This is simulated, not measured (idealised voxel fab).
This section sets out a process module, namely voxel double patterning.
The width of the displayed cross-section, cut, is 205 nm; its cells are square, with a size of 5 nm.
Format of a cross-section: grid, square cells. Given as bands. Order: top down. Band: one or more rows of cells. Band: top and bottom heights (nm) first, top before bottom; then materials from left to right, widths in nm. "all across" marks a sole material filling the band edge to edge. "blank" denotes empty space. The level at which height equals 0 is the one under which the wafer, as it arrives, is entirely one material. No lower edge exists for the bottom band, which continues downward and is notated as in "0 -> down". A two-number width, for instance "30->40", indicates that the width is equal to the first number in the top row of the band and to the second number in the bottom row, and that it changes by a constant amount per row of cells. Step marked "changes: none"? Then no cell in the cross-section changed in it. Under "Sealed void listing" you'll find the enclosed gaps, the ones with no way out to the top, that are 8 cells or bigger; each reads width x height at distance, with distance counted from the left edge, everything in nm. Past the settings on a step's line: simulator remark, on that step. When a step includes a mask, the "overlay nm" setting on its line states how far to the right of its planned place that mask lay, and negative values state how far to the left.

[The process steps that were planned are listed below]
1 RECEIVE (material Si)
2 CONFORMAL_DEP (material SiO2; thk nm 5)
3 DIRECTIONAL_DEP (material W; thk nm 10)
4 DIRECTIONAL_DEP (material SiN; thk nm 10)
5 PATTERN (tone open; mask id FIRST; material resist; width nm 15; pitch nm 50; thk nm 15; overlay nm 0)
6 DIRECTIONAL_ETCH (etch materials SiN; depth nm 10)
7 STRIP (etch materials resist)
8 MASKED_ETCH (tone open; mask id SECOND; width nm 15; etch materials SiN; depth nm 10; overlay nm 0)
9 DIRECTIONAL_ETCH (etch materials W; depth nm 10)
10 STRIP (etch materials SiN)

[As received (post step 1): cross-section]
  0 -> down: Si all across
  Sealed void listing: none

[Figure: cross-sectional view of the wafer upon completion of the module, processed from the initial state and according to the plan depicted above, with one error introduced during execution]
  15 -> 5: 70 W, 15 blank, 20 W, 30 blank, 70 W
  5 -> 0: SiO2 all across
  0 -> down: Si all across
  Sealed void listing: none
The plan and the run diverged here: step 8 was run on a setting that differed from the plan, and what really ran there is MASKED_ETCH (tone open; mask id SECOND; width nm 15; etch materials SiN; depth nm 10; overlay nm 10)
